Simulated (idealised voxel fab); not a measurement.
process module | voxel ribs on slabs
cross-section cut | 170 nm wide | cells 5 nm
A cross-section is a grid of square cells, given in bands from the top down. A band is one or more rows of cells.
Each band's line starts with the height of the band's top and of its bottom, in nm. Then come its materials from left to right, each with its width in nm. One material with "throughout" fills the band from edge to edge. "air" is empty space.
Height 0 is the level under which the wafer as received is all one material. The lowest band goes on downwards, as in "0 down".
A width such as "30 to 40" changes by the same amount from each row of cells to the next, from the band's top row to its bottom row.
"no change" after a step means that no cell of the cross-section changed.
closed voids: empty space of 8 cells or more with no open way to the top, each as width x height at its distance from the left edge, in nm
after a step's settings: what the simulator itself notes on the step
overlay nm, on a step with a mask: how far to the right of its planned place the mask lay; to the left if negative
plan
1 op RECEIVE | material Si
2 op DIRECTIONAL_DEP | material SiO2 | thk nm 30
3 op DIRECTIONAL_DEP | material polySi | thk nm 25
4 op DIRECTIONAL_DEP | material aC | thk nm 10
5 op PATTERN | tone cover | mask id RIB | material resist | width nm 25 | thk nm 30 | overlay nm 0
6 op DIRECTIONAL_ETCH | etch materials aC | depth nm 10
7 op STRIP | etch materials resist
8 op DIRECTIONAL_ETCH | etch materials polySi | depth nm 10
9 op STRIP | etch materials aC
10 op MASKED_ETCH | tone cover | mask id SLAB | width nm 55 | etch materials polySi | depth nm 15 | overlay nm 0
11 op FILL_DEP | material SiO2 | thk nm 25
12 op CMP | height nm 75
13 op DIRECTIONAL_DEP | material W | thk nm 10
14 op DIRECTIONAL_DEP | material aC | thk nm 15
15 op PATTERN | tone cover | mask id HEATER | material resist | width nm 25 | thk nm 30 | overlay nm 0
16 op DIRECTIONAL_ETCH | etch materials aC | depth nm 15
17 op STRIP | etch materials resist
18 op DIRECTIONAL_ETCH | etch materials W | depth nm 10
19 op STRIP | etch materials aC
20 op CONFORMAL_DEP | material SiO2 | thk nm 5
varied across the wafers: width nm of step 15. The plan shows the first wafer's value. All wafers start alike
first wafer as received, after step 1
  0 down: Si throughout
  closed voids: none
each wafer at the end: cells of each material gained (+) or lost (-) since it was received, then its closed voids
width nm 25 | +505 SiO2 | +10 W | +43 polySi | closed voids: none
width nm 30 | +505 SiO2 | +12 W | +43 polySi | closed voids: none
width nm 35 | +505 SiO2 | +14 W | +43 polySi | closed voids: none
width nm 40 | +505 SiO2 | +16 W | +43 polySi | closed voids: none
width nm 45 | +505 SiO2 | +18 W | +43 polySi | closed voids: none
width nm 50 | +505 SiO2 | +20 W | +43 polySi | closed voids: none
